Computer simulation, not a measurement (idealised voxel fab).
Process module, titled voxel capacitor over wiring
Section shown: cut. Width: 240 nm. Cell size: 5 nm, square.
Cross-section, as written here: a square-cell grid given band by band from the top down, where a band holds one or more rows of cells.
Band entry format. Leading values: height of top, height of bottom, nm. Remainder: materials in left-to-right order, each with its width in nm. Special words: "throughout" on a single material, which then fills the band edge to edge; "blank", empty space.
It should be noted that heights are counted from 0, beneath which the wafer as supplied is of one material throughout, and that the lowest band possesses no lower boundary but continues downward, as written in "0 nm and below".
Think of "30..40" as a width that walks from the first number to the second as you go down the band, top row to bottom row, taking equal-sized steps from row to row.
Step marked "nothing was modified"? Then no cell in the cross-section changed in it.
Look at "Closed void inventory" for the closed voids: empty spaces with no open path to the top, sized 8 cells or up. Each is width x height at distance, distance from the left edge, all nm.
Whatever follows a step's settings on its line is a remark the simulator itself makes about that step.
You can add "overlay nm" to a step's line. For a step with a mask, it describes how far the mask lay to the right of its planned position, and a negative number describes a lay to the left.

Steps in the process plan:
- 1: RECEIVE,material Si
- 2: CONFORMAL_DEP,material SiO2,thk nm 10
- 3: CONFORMAL_DEP,material SiN,thk nm 5
- 4: DIRECTIONAL_DEP,material SiO2,thk nm 15
- 5: PATTERN,tone open,mask id METAL_1,material resist,width nm 30,pitch nm 80,thk nm 15,overlay nm 0
- 6: DIRECTIONAL_ETCH,etch materials SiO2,depth nm 15
- 7: DIRECTIONAL_ETCH,etch materials SiN,depth nm 5
- 8: STRIP,etch materials resist
- 9: CONFORMAL_DEP,material TiN,thk nm 5
- 10: FILL_DEP,material Cu,thk nm 5
- 11: CMP,height nm 30
- 12: EPI,material Ru,thk nm 5
- 13: FILL_DEP,material SiCN,thk nm 5
- 14: DIRECTIONAL_DEP,material SiO2,thk nm 15
- 15: DIRECTIONAL_DEP,material aC,thk nm 15
- 16: PATTERN,tone open,mask id PLUG_1,material resist,width nm 15,thk nm 30,overlay nm 0
- 17: DIRECTIONAL_ETCH,etch materials aC,depth nm 15
- 18: STRIP,etch materials resist
- 19: DIRECTIONAL_ETCH,etch materials SiO2,depth nm 15
- 20: DIRECTIONAL_ETCH,etch materials SiCN,depth nm 5
- 21: STRIP,etch materials aC
- 22: CONFORMAL_DEP,material TiN,thk nm 5
- 23: FILL_DEP,material W,thk nm 10
- 24: CMP,height nm 55
- 25: DIRECTIONAL_DEP,material TiN,thk nm 10
- 26: DIRECTIONAL_DEP,material Al2O3,thk nm 5
- 27: DIRECTIONAL_DEP,material TiN,thk nm 5
- 28: MASKED_ETCH,tone cover,mask id UPPER_PLATE,width nm 55,etch materials TiN,depth nm 5,overlay nm 0
- 29: MASKED_ETCH,tone cover,mask id UPPER_PLATE,width nm 55,etch materials Al2O3,depth nm 5,overlay nm 0
- 30: MASKED_ETCH,tone cover,mask id LOWER_PLATE,width nm 65,etch materials TiN,depth nm 10,overlay nm 0
- 31: FILL_DEP,material SiO2,thk nm 20
- 32: CMP,height nm 90
- 33: DIRECTIONAL_DEP,material aC,thk nm 15
- 34: PATTERN,tone open,mask id PLUG_2,material resist,width nm 15,thk nm 35,overlay nm 0
- 35: DIRECTIONAL_ETCH,etch materials aC,depth nm 15
- 36: STRIP,etch materials resist
- 37: DIRECTIONAL_ETCH,etch materials SiO2,depth nm 15
- 38: STRIP,etch materials aC
- 39: CONFORMAL_DEP,material TiN,thk nm 5
- 40: FILL_DEP,material Ru,thk nm 5
- 41: CMP,height nm 90
- 42: CONFORMAL_DEP,material SiN,thk nm 5

Wafer, first of two, run as planned:

Cross-section of the incoming wafer, state after step 1:
> 0 nm and below = Si throughout
> Closed void inventory: none

Sectional view: wafer, after step 2:
> 10 nm to 0 nm = SiO2 throughout
> Beneath the level 0, the cross-section is identical to its previous state.

Sectional view: wafer, after step 3:
> 15 nm to 10 nm = SiN throughout
> Beneath the level 10, the cross-section is identical to its previous state.

Sectional view: wafer, after step 4:
> 30 nm to 15 nm = SiO2 throughout
> Beneath the level 15, the cross-section is identical to its previous state.

Sectional view: wafer, after step 5:
> 45 nm to 30 nm = 65 nm resist / 30 nm blank / 50 nm resist / 30 nm blank / 65 nm resist
> Beneath the level 30, the cross-section is identical to its previous state.

Sectional view: wafer, after step 6:
> 45 nm to 30 nm = 65 nm resist / 30 nm blank / 50 nm resist / 30 nm blank / 65 nm resist
> 30 nm to 15 nm = 65 nm SiO2 / 30 nm blank / 50 nm SiO2 / 30 nm blank / 65 nm SiO2
> Beneath the level 15, the cross-section is identical to its previous state.

Sectional view: wafer, after step 7:
> 45 nm to 30 nm = 65 nm resist / 30 nm blank / 50 nm resist / 30 nm blank / 65 nm resist
> 30 nm to 15 nm = 65 nm SiO2 / 30 nm blank / 50 nm SiO2 / 30 nm blank / 65 nm SiO2
> 15 nm to 10 nm = 65 nm SiN / 30 nm blank / 50 nm SiN / 30 nm blank / 65 nm SiN
> Beneath the level 10, the cross-section is identical to its previous state.

Sectional view: wafer, after step 8:
> 30 nm to 15 nm = 65 nm SiO2 / 30 nm blank / 50 nm SiO2 / 30 nm blank / 65 nm SiO2
> Beneath the level 15, the cross-section is identical to its previous state.

Sectional view: wafer, after step 9:
> 35 nm to 30 nm = 70 nm TiN / 20 nm blank / 60 nm TiN / 20 nm blank / 70 nm TiN
> 30 nm to 15 nm = 65 nm SiO2 / 5 nm TiN / 20 nm blank / 5 nm TiN / 50 nm SiO2 / 5 nm TiN / 20 nm blank / 5 nm TiN / 65 nm SiO2
> 15 nm to 10 nm = 65 nm SiN / 30 nm TiN / 50 nm SiN / 30 nm TiN / 65 nm SiN
> Beneath the level 10, the cross-section is identical to its previous state.

Sectional view: wafer, after step 10:
> 40 nm to 35 nm = Cu throughout
> 35 nm to 30 nm = 70 nm TiN / 20 nm Cu / 60 nm TiN / 20 nm Cu / 70 nm TiN
> 30 nm to 15 nm = 65 nm SiO2 / 5 nm TiN / 20 nm Cu / 5 nm TiN / 50 nm SiO2 / 5 nm TiN / 20 nm Cu / 5 nm TiN / 65 nm SiO2
> Beneath the level 15, the cross-section is identical to its previous state.

Sectional view: wafer, after step 11:
> 30 nm to 15 nm = 65 nm SiO2 / 5 nm TiN / 20 nm Cu / 5 nm TiN / 50 nm SiO2 / 5 nm TiN / 20 nm Cu / 5 nm TiN / 65 nm SiO2
> Beneath the level 15, the cross-section is identical to its previous state.

Sectional view: wafer, after step 12:
> 35 nm to 30 nm = 60 nm blank / 40 nm Ru / 40 nm blank / 40 nm Ru / 60 nm blank
> Beneath the level 30, the cross-section is identical to its previous state.

Sectional view: wafer, after step 13:
> 40 nm to 35 nm = SiCN throughout
> 35 nm to 30 nm = 60 nm SiCN / 40 nm Ru / 40 nm SiCN / 40 nm Ru / 60 nm SiCN
> Beneath the level 30, the cross-section is identical to its previous state.

Sectional view: wafer, after step 14:
> 55 nm to 40 nm = SiO2 throughout
> Beneath the level 40, the cross-section is identical to its previous state.

Sectional view: wafer, after step 15:
> 70 nm to 55 nm = aC throughout
> Beneath the level 55, the cross-section is identical to its previous state.

Sectional view: wafer, after step 16:
> 100 nm to 70 nm = 80 nm resist / 15 nm blank / 145 nm resist
> Beneath the level 70, the cross-section is identical to its previous state.

Sectional view: wafer, after step 17:
> 85 nm to 70 nm = 80 nm resist / 15 nm blank / 145 nm resist
> 70 nm to 55 nm = 80 nm aC / 15 nm blank / 145 nm aC
> Beneath the level 55, the cross-section is identical to its previous state.

Sectional view: wafer, after step 18:
> 70 nm to 55 nm = 80 nm aC / 15 nm blank / 145 nm aC
> Beneath the level 55, the cross-section is identical to its previous state.

Sectional view: wafer, after step 19:
> 70 nm to 55 nm = 80 nm aC / 15 nm blank / 145 nm aC
> 55 nm to 40 nm = 80 nm SiO2 / 15 nm blank / 145 nm SiO2
> Beneath the level 40, the cross-section is identical to its previous state.

Sectional view: wafer, after step 20:
> 70 nm to 55 nm = 80 nm aC / 15 nm blank / 145 nm aC
> 55 nm to 40 nm = 80 nm SiO2 / 15 nm blank / 145 nm SiO2
> 40 nm to 35 nm = 80 nm SiCN / 15 nm blank / 145 nm SiCN
> Beneath the level 35, the cross-section is identical to its previous state.

Sectional view: wafer, after step 21:
> 55 nm to 40 nm = 80 nm SiO2 / 15 nm blank / 145 nm SiO2
> Beneath the level 40, the cross-section is identical to its previous state.

Sectional view: wafer, after step 22:
> 60 nm to 55 nm = 85 nm TiN / 5 nm blank / 150 nm TiN
> 55 nm to 40 nm = 80 nm SiO2 / 5 nm TiN / 5 nm blank / 5 nm TiN / 145 nm SiO2
> 40 nm to 35 nm = 80 nm SiCN / 15 nm TiN / 145 nm SiCN
> Beneath the level 35, the cross-section is identical to its previous state.

Sectional view: wafer, after step 23:
> 70 nm to 60 nm = W throughout
> 60 nm to 55 nm = 85 nm TiN / 5 nm W / 150 nm TiN
> 55 nm to 40 nm = 80 nm SiO2 / 5 nm TiN / 5 nm W / 5 nm TiN / 145 nm SiO2
> Beneath the level 40, the cross-section is identical to its previous state.

Sectional view: wafer, after step 24:
> 55 nm to 40 nm = 80 nm SiO2 / 5 nm TiN / 5 nm W / 5 nm TiN / 145 nm SiO2
> Beneath the level 40, the cross-section is identical to its previous state.

Sectional view: wafer, after step 25:
> 65 nm to 55 nm = TiN throughout
> Beneath the level 55, the cross-section is identical to its previous state.

Sectional view: wafer, after step 26:
> 70 nm to 65 nm = Al2O3 throughout
> Beneath the level 65, the cross-section is identical to its previous state.

Sectional view: wafer, after step 27:
> 75 nm to 70 nm = TiN throughout
> Beneath the level 70, the cross-section is identical to its previous state.

Sectional view: wafer, after step 28:
> 75 nm to 70 nm = 80 nm blank / 55 nm TiN / 105 nm blank
> Beneath the level 70, the cross-section is identical to its previous state.

Sectional view: wafer, after step 29:
> 75 nm to 70 nm = 80 nm blank / 55 nm TiN / 105 nm blank
> 70 nm to 65 nm = 80 nm blank / 55 nm Al2O3 / 105 nm blank
> Beneath the level 65, the cross-section is identical to its previous state.

Sectional view: wafer, after step 30:
> 75 nm to 70 nm = 80 nm blank / 55 nm TiN / 105 nm blank
> 70 nm to 65 nm = 80 nm blank / 55 nm Al2O3 / 105 nm blank
> 65 nm to 55 nm = 75 nm blank / 65 nm TiN / 100 nm blank
> Beneath the level 55, the cross-section is identical to its previous state.

Sectional view: wafer, after step 31:
> 95 nm to 75 nm = SiO2 throughout
> 75 nm to 70 nm = 80 nm SiO2 / 55 nm TiN / 105 nm SiO2
> 70 nm to 65 nm = 80 nm SiO2 / 55 nm Al2O3 / 105 nm SiO2
> 65 nm to 55 nm = 75 nm SiO2 / 65 nm TiN / 100 nm SiO2
> Beneath the level 55, the cross-section is identical to its previous state.

Sectional view: wafer, after step 32:
> 90 nm to 75 nm = SiO2 throughout
> Beneath the level 75, the cross-section is identical to its previous state.

Sectional view: wafer, after step 33:
> 105 nm to 90 nm = aC throughout
> Beneath the level 90, the cross-section is identical to its previous state.

Sectional view: wafer, after step 34:
> 140 nm to 105 nm = 90 nm resist / 15 nm blank / 135 nm resist
> Beneath the level 105, the cross-section is identical to its previous state.

Sectional view: wafer, after step 35:
> 125 nm to 105 nm = 90 nm resist / 15 nm blank / 135 nm resist
> 105 nm to 90 nm = 90 nm aC / 15 nm blank / 135 nm aC
> Beneath the level 90, the cross-section is identical to its previous state.

Sectional view: wafer, after step 36:
> 105 nm to 90 nm = 90 nm aC / 15 nm blank / 135 nm aC
> Beneath the level 90, the cross-section is identical to its previous state.

Sectional view: wafer, after step 37:
> 105 nm to 90 nm = 90 nm aC / 15 nm blank / 135 nm aC
> 90 nm to 75 nm = 90 nm SiO2 / 15 nm blank / 135 nm SiO2
> Beneath the level 75, the cross-section is identical to its previous state.

Sectional view: wafer, after step 38:
> 90 nm to 75 nm = 90 nm SiO2 / 15 nm blank / 135 nm SiO2
> Beneath the level 75, the cross-section is identical to its previous state.

Sectional view: wafer, after step 39:
> 95 nm to 90 nm = 95 nm TiN / 5 nm blank / 140 nm TiN
> 90 nm to 80 nm = 90 nm SiO2 / 5 nm TiN / 5 nm blank / 5 nm TiN / 135 nm SiO2
> 80 nm to 70 nm = 90..80 nm SiO2 / 15..55 nm TiN / 135..105 nm SiO2
> Beneath the level 70, the cross-section is identical to its previous state.

Sectional view: wafer, after step 40:
> 100 nm to 95 nm = Ru throughout
> 95 nm to 90 nm = 95 nm TiN / 5 nm Ru / 140 nm TiN
> 90 nm to 80 nm = 90 nm SiO2 / 5 nm TiN / 5 nm Ru / 5 nm TiN / 135 nm SiO2
> Beneath the level 80, the cross-section is identical to its previous state.

Sectional view: wafer, after step 41:
> 90 nm to 80 nm = 90 nm SiO2 / 5 nm TiN / 5 nm Ru / 5 nm TiN / 135 nm SiO2
> Beneath the level 80, the cross-section is identical to its previous state.

Sectional view: wafer, after step 42:
> 95 nm to 90 nm = SiN throughout
> Beneath the level 90, the cross-section is identical to its previous state.

The second wafer: identical to the first at the outset and in its planned sequence, differing only in that one mistake was made during processing; up to and including step 12, its path is the first wafer's path:

Second wafer cross-section, taken as of the time the plan sets for step 13 to be done:
> 50 nm to 45 nm = 60 nm blank / 40 nm SiO2 / 40 nm blank / 40 nm SiO2 / 60 nm blank
> 45 nm to 35 nm = SiO2 throughout
> 35 nm to 30 nm = 60 nm SiO2 / 40 nm Ru / 40 nm SiO2 / 40 nm Ru / 60 nm SiO2
> Beneath the level 30, the cross-section is identical to its previous state.

Second wafer cross-section, taken as of the time the plan sets for step 14 to be done:
> 55 nm to 50 nm = SiCN throughout
> 50 nm to 45 nm = 60 nm SiCN / 40 nm SiO2 / 40 nm SiCN / 40 nm SiO2 / 60 nm SiCN
> Beneath the level 45, the cross-section is identical to its previous state.

Second wafer cross-section, taken as of the time the plan sets for step 15 to be done:
> 70 nm to 55 nm = aC throughout
> Beneath the level 55, the cross-section is identical to its previous state.

Second wafer cross-section, taken as of the time the plan sets for step 16 to be done:
> 100 nm to 70 nm = 80 nm resist / 15 nm blank / 145 nm resist
> Beneath the level 70, the cross-section is identical to its previous state.

Second wafer cross-section, taken as of the time the plan sets for step 17 to be done:
> 85 nm to 70 nm = 80 nm resist / 15 nm blank / 145 nm resist
> 70 nm to 55 nm = 80 nm aC / 15 nm blank / 145 nm aC
> Beneath the level 55, the cross-section is identical to its previous state.

Second wafer cross-section, taken as of the time the plan sets for step 18 to be done:
> 70 nm to 55 nm = 80 nm aC / 15 nm blank / 145 nm aC
> Beneath the level 55, the cross-section is identical to its previous state.

Second wafer cross-section, taken as of the time the plan sets for step 19 to be done: nothing was modified

Second wafer cross-section, taken as of the time the plan sets for step 20 to be done:
> 70 nm to 55 nm = 80 nm aC / 15 nm blank / 145 nm aC
> 55 nm to 50 nm = 80 nm SiCN / 15 nm blank / 145 nm SiCN
> Beneath the level 50, the cross-section is identical to its previous state.

Second wafer cross-section, taken as of the time the plan sets for step 21 to be done:
> 55 nm to 50 nm = 80 nm SiCN / 15 nm blank / 145 nm SiCN
> Beneath the level 50, the cross-section is identical to its previous state.

Second wafer cross-section, taken as of the time the plan sets for step 22 to be done:
> 60 nm to 55 nm = 85 nm TiN / 5 nm blank / 150 nm TiN
> 55 nm to 50 nm = 80 nm SiCN / 15 nm TiN / 145 nm SiCN
> Beneath the level 50, the cross-section is identical to its previous state.

Second wafer cross-section, taken as of the time the plan sets for step 23 to be done:
> 70 nm to 60 nm = W throughout
> 60 nm to 55 nm = 85 nm TiN / 5 nm W / 150 nm TiN
> Beneath the level 55, the cross-section is identical to its previous state.

Second wafer cross-section, taken as of the time the plan sets for step 24 to be done:
> 55 nm to 50 nm = 80 nm SiCN / 15 nm TiN / 145 nm SiCN
> Beneath the level 50, the cross-section is identical to its previous state.

Second wafer cross-section, taken as of the time the plan sets for step 25 to be done:
> 65 nm to 55 nm = TiN throughout
> Beneath the level 55, the cross-section is identical to its previous state.

Second wafer cross-section, taken as of the time the plan sets for step 26 to be done:
> 70 nm to 65 nm = Al2O3 throughout
> Beneath the level 65, the cross-section is identical to its previous state.

Second wafer cross-section, taken as of the time the plan sets for step 27 to be done:
> 75 nm to 70 nm = TiN throughout
> Beneath the level 70, the cross-section is identical to its previous state.

Second wafer cross-section, taken as of the time the plan sets for step 28 to be done:
> 75 nm to 70 nm = 80 nm blank / 55 nm TiN / 105 nm blank
> Beneath the level 70, the cross-section is identical to its previous state.

Second wafer cross-section, taken as of the time the plan sets for step 29 to be done:
> 75 nm to 70 nm = 80 nm blank / 55 nm TiN / 105 nm blank
> 70 nm to 65 nm = 80 nm blank / 55 nm Al2O3 / 105 nm blank
> Beneath the level 65, the cross-section is identical to its previous state.

Second wafer cross-section, taken as of the time the plan sets for step 30 to be done:
> 75 nm to 70 nm = 80 nm blank / 55 nm TiN / 105 nm blank
> 70 nm to 65 nm = 80 nm blank / 55 nm Al2O3 / 105 nm blank
> 65 nm to 55 nm = 75 nm blank / 65 nm TiN / 100 nm blank
> Beneath the level 55, the cross-section is identical to its previous state.

Second wafer cross-section, taken as of the time the plan sets for step 31 to be done:
> 95 nm to 75 nm = SiO2 throughout
> 75 nm to 70 nm = 80 nm SiO2 / 55 nm TiN / 105 nm SiO2
> 70 nm to 65 nm = 80 nm SiO2 / 55 nm Al2O3 / 105 nm SiO2
> 65 nm to 55 nm = 75 nm SiO2 / 65 nm TiN / 100 nm SiO2
> Beneath the level 55, the cross-section is identical to its previous state.

Second wafer cross-section, taken as of the time the plan sets for step 32 to be done:
> 90 nm to 75 nm = SiO2 throughout
> Beneath the level 75, the cross-section is identical to its previous state.

Second wafer cross-section, taken as of the time the plan sets for step 33 to be done:
> 105 nm to 90 nm = aC throughout
> Beneath the level 90, the cross-section is identical to its previous state.

Second wafer cross-section, taken as of the time the plan sets for step 34 to be done:
> 140 nm to 105 nm = 90 nm resist / 15 nm blank / 135 nm resist
> Beneath the level 105, the cross-section is identical to its previous state.

Second wafer cross-section, taken as of the time the plan sets for step 35 to be done:
> 125 nm to 105 nm = 90 nm resist / 15 nm blank / 135 nm resist
> 105 nm to 90 nm = 90 nm aC / 15 nm blank / 135 nm aC
> Beneath the level 90, the cross-section is identical to its previous state.

Second wafer cross-section, taken as of the time the plan sets for step 36 to be done:
> 105 nm to 90 nm = 90 nm aC / 15 nm blank / 135 nm aC
> Beneath the level 90, the cross-section is identical to its previous state.

Second wafer cross-section, taken as of the time the plan sets for step 37 to be done:
> 105 nm to 90 nm = 90 nm aC / 15 nm blank / 135 nm aC
> 90 nm to 75 nm = 90 nm SiO2 / 15 nm blank / 135 nm SiO2
> Beneath the level 75, the cross-section is identical to its previous state.

Second wafer cross-section, taken as of the time the plan sets for step 38 to be done:
> 90 nm to 75 nm = 90 nm SiO2 / 15 nm blank / 135 nm SiO2
> Beneath the level 75, the cross-section is identical to its previous state.

Second wafer cross-section, taken as of the time the plan sets for step 39 to be done:
> 95 nm to 90 nm = 95 nm TiN / 5 nm blank / 140 nm TiN
> 90 nm to 80 nm = 90 nm SiO2 / 5 nm TiN / 5 nm blank / 5 nm TiN / 135 nm SiO2
> 80 nm to 70 nm = 90..80 nm SiO2 / 15..55 nm TiN / 135..105 nm SiO2
> Beneath the level 70, the cross-section is identical to its previous state.

Second wafer cross-section, taken as of the time the plan sets for step 40 to be done:
> 100 nm to 95 nm = Ru throughout
> 95 nm to 90 nm = 95 nm TiN / 5 nm Ru / 140 nm TiN
> 90 nm to 80 nm = 90 nm SiO2 / 5 nm TiN / 5 nm Ru / 5 nm TiN / 135 nm SiO2
> Beneath the level 80, the cross-section is identical to its previous state.

Second wafer cross-section, taken as of the time the plan sets for step 41 to be done:
> 90 nm to 80 nm = 90 nm SiO2 / 5 nm TiN / 5 nm Ru / 5 nm TiN / 135 nm SiO2
> Beneath the level 80, the cross-section is identical to its previous state.

Second wafer cross-section, taken as of the time the plan sets for step 42 to be done:
> 95 nm to 90 nm = SiN throughout
> Beneath the level 90, the cross-section is identical to its previous state.
What was the processing mistake? the run placed steps 13 and 14 each in the position the plan gave to the other
Upon completion, the second wafer contains, in terms of cells, a greater or smaller amount of certain materials than the first wafer: 9 more of SiO2 | 6 fewer of TiN | 3 fewer of W
